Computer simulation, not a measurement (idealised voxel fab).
The process module presented herein is designated voxel wiring stack.
Shown is cross-section cut, with a width of 280 nm and square cells of size 5 nm.
The cross-sections in this document take the form of a grid made of square cells. They are written out as bands, in order from top to bottom. Each band consists of one or more rows of cells. Basically the band line says how high the top is and how high the bottom is, in nm, and then what's in it from left to right, every material with its width in nm. Empty space shows up as "empty", and if a single material carries "edge to edge" it runs the full band edge to edge. Heights are expressed relative to 0, this being the level below which the as-received wafer comprises one material exclusively. The lowest band is unbounded in the downward direction and is denoted as in "z 0 and below". A two-number width, for instance "30..40", indicates that the width is equal to the first number in the top row of the band and to the second number in the bottom row, and that it changes by a constant amount per row of cells. Step note "nothing got changed" = no cross-section cell changed. Empty spaces counting at least 8 cells and having no open way to the top are listed in "Sealed voids". The notation width x height at distance is used for each, the distance being from the left edge and all three values in nm. It should be noted that, on the line of a given step, the content following the step's settings is a remark produced by the simulator itself with respect to that step. "overlay nm" denotes, for a step that has a mask, the displacement of the mask to the right of its planned place, with negative values corresponding to the left.

[Set out below are the planned steps of the process]
- 1: RECEIVE with material Si
- 2: CONFORMAL_DEP with material SiO2, thk nm 10
- 3: CONFORMAL_DEP with material SiCN, thk nm 5
- 4: DIRECTIONAL_DEP with material lowk, thk nm 25
- 5: DIRECTIONAL_DEP with material aC, thk nm 10
- 6: PATTERN with tone open, mask id METAL_1, material resist, width nm 30, pitch nm 55, thk nm 30, overlay nm 0
- 7: DIRECTIONAL_ETCH with etch materials aC, depth nm 10
- 8: STRIP with etch materials resist
- 9: DIRECTIONAL_ETCH with etch materials lowk, depth nm 25
- 10: DIRECTIONAL_ETCH with etch materials SiCN, depth nm 5
- 11: STRIP with etch materials aC
- 12: CONFORMAL_DEP with material TiN, thk nm 5
- 13: FILL_DEP with material Ru, thk nm 5
- 14: CMP with height nm 40
- 15: EPI with material Ru, thk nm 5
- 16: FILL_DEP with material SiCN, thk nm 5
- 17: DIRECTIONAL_DEP with material lowk, thk nm 15
- 18: DIRECTIONAL_DEP with material aC, thk nm 15
- 19: PATTERN with tone open, mask id PLUG_1, material resist, width nm 15, pitch nm 110, thk nm 35, overlay nm 0
- 20: DIRECTIONAL_ETCH with etch materials aC, depth nm 15
- 21: STRIP with etch materials resist
- 22: DIRECTIONAL_ETCH with etch materials lowk, depth nm 15
- 23: DIRECTIONAL_ETCH with etch materials SiCN, depth nm 5
- 24: STRIP with etch materials aC
- 25: EPI with material Ru, thk nm 10
- 26: EPI with material Ru, thk nm 10
- 27: DIRECTIONAL_DEP with material TiN, thk nm 5
- 28: DIRECTIONAL_DEP with material W, thk nm 25
- 29: DIRECTIONAL_DEP with material aC, thk nm 10
- 30: PATTERN with tone cover, mask id METAL_2, material resist, width nm 30, pitch nm 55, thk nm 30, overlay nm 0
- 31: DIRECTIONAL_ETCH with etch materials aC, depth nm 10
- 32: STRIP with etch materials resist
- 33: DIRECTIONAL_ETCH with etch materials W, depth nm 25
- 34: DIRECTIONAL_ETCH with etch materials TiN, depth nm 5
- 35: STRIP with etch materials aC
- 36: CONFORMAL_DEP with material SiCN, thk nm 5
- 37: FILL_DEP with material lowk, thk nm 5
- 38: CMP with height nm 95
- 39: CONFORMAL_DEP with material SiCN, thk nm 5
- 40: DIRECTIONAL_DEP with material SiO2, thk nm 20
- 41: MASKED_ETCH with tone open, mask id PLUG_2, width nm 15, pitch nm 55, etch materials SiO2, depth nm 20, overlay nm 0
- 42: MASKED_ETCH with tone open, mask id PLUG_2, width nm 15, pitch nm 55, etch materials SiCN, depth nm 5, overlay nm 0
- 43: EPI with material Ru, thk nm 10
- 44: EPI with material Ru, thk nm 10
- 45: EPI with material Ru, thk nm 5
- 46: DIRECTIONAL_DEP with material TiN, thk nm 5
- 47: DIRECTIONAL_DEP with material Ru, thk nm 25
- 48: MASKED_ETCH with tone cover, mask id METAL_3, width nm 30, pitch nm 55, etch materials Ru, depth nm 25, overlay nm 0
- 49: MASKED_ETCH with tone cover, mask id METAL_3, width nm 30, pitch nm 55, etch materials TiN, depth nm 5, overlay nm 0
- 50: FILL_DEP with material lowk, thk nm 5
- 51: CMP with height nm 150
- 52: CONFORMAL_DEP with material SiN, thk nm 5

[Shown in cross-section is the wafer as received, that is, as it stands after step 1]
* z 0 and below = Si edge to edge
* Sealed voids: none

[What the wafer looks like in cross-section after this module, when it starts as shown above and follows the plan above but one mistake is made in running it]
* z 155 to 150 = SiN edge to edge
* z 150 to 125 = lowk 55 nm; Ru 15 nm; lowk 25 nm; Ru 30 nm; lowk 40 nm; Ru 15 nm; lowk 25 nm; Ru 30 nm; lowk 45 nm
* z 125 to 120 = lowk 40 nm; Ru 15 nm; TiN 15 nm; lowk 25 nm; TiN 30 nm; lowk 25 nm; Ru 15 nm; TiN 15 nm; lowk 25 nm; TiN 30 nm; lowk 45 nm
* z 120 to 100 = SiO2 40 nm; Ru 15 nm; SiO2 40 nm; Ru 15 nm; SiO2 40 nm; Ru 15 nm; SiO2 40 nm; Ru 15 nm; SiO2 60 nm
* z 100 to 95 = SiCN 40 nm; TiN 15 nm; SiCN 40 nm; Ru 15 nm; SiCN 40 nm; TiN 15 nm; SiCN 40 nm; Ru 15 nm; SiCN 60 nm
* z 95 to 85 = lowk 50..35 nm; SiCN 5..20 nm; W 15 nm; SiCN 5 nm; lowk 15 nm; SiCN 5 nm; W 30 nm; SiCN 5 nm; lowk 30..15 nm; SiCN 5..20 nm; W 15 nm; SiCN 5 nm; lowk 15 nm; SiCN 5 nm; W 30 nm; SiCN 5 nm; lowk 40 nm
* z 85 to 70 = lowk 35 nm; SiCN 5 nm; W 30 nm; SiCN 5 nm; lowk 15 nm; SiCN 5 nm; W 30 nm; SiCN 5 nm; lowk 15 nm; SiCN 5 nm; W 30 nm; SiCN 5 nm; lowk 15 nm; SiCN 5 nm; W 30 nm; SiCN 5 nm; lowk 40 nm
* z 70 to 65 = SiCN 40 nm; W 15 nm; TiN 15 nm; SiCN 25 nm; TiN 30 nm; SiCN 25 nm; W 15 nm; TiN 15 nm; SiCN 25 nm; TiN 30 nm; SiCN 45 nm
* z 65 to 60 = lowk 40 nm; W 15 nm; lowk 95 nm; W 15 nm; lowk 115 nm
* z 60 to 55 = lowk 40 nm; TiN 15 nm; lowk 95 nm; TiN 15 nm; lowk 115 nm
* z 55 to 50 = lowk 40 nm; Ru 15 nm; lowk 95 nm; Ru 15 nm; lowk 115 nm
* z 50 to 45 = SiCN 40 nm; Ru 15 nm; SiCN 95 nm; Ru 15 nm; SiCN 115 nm
* z 45 to 40 = SiCN 35 nm; Ru 40 nm; SiCN 15 nm; Ru 40 nm; SiCN 15 nm; Ru 40 nm; SiCN 15 nm; Ru 40 nm; SiCN 40 nm
* z 40 to 15 = lowk 40 nm; TiN 5 nm; Ru 20 nm; TiN 5 nm; lowk 25 nm; TiN 5 nm; Ru 20 nm; TiN 5 nm; lowk 25 nm; TiN 5 nm; Ru 20 nm; TiN 5 nm; lowk 25 nm; TiN 5 nm; Ru 20 nm; TiN 5 nm; lowk 45 nm
* z 15 to 10 = SiCN 40 nm; TiN 30 nm; SiCN 25 nm; TiN 30 nm; SiCN 25 nm; TiN 30 nm; SiCN 25 nm; TiN 30 nm; SiCN 45 nm
* z 10 to 0 = SiO2 edge to edge
* z 0 and below = Si edge to edge
* Sealed voids: none
what went wrong: one step among 25 and 26 (all identical) missing; cannot tell which
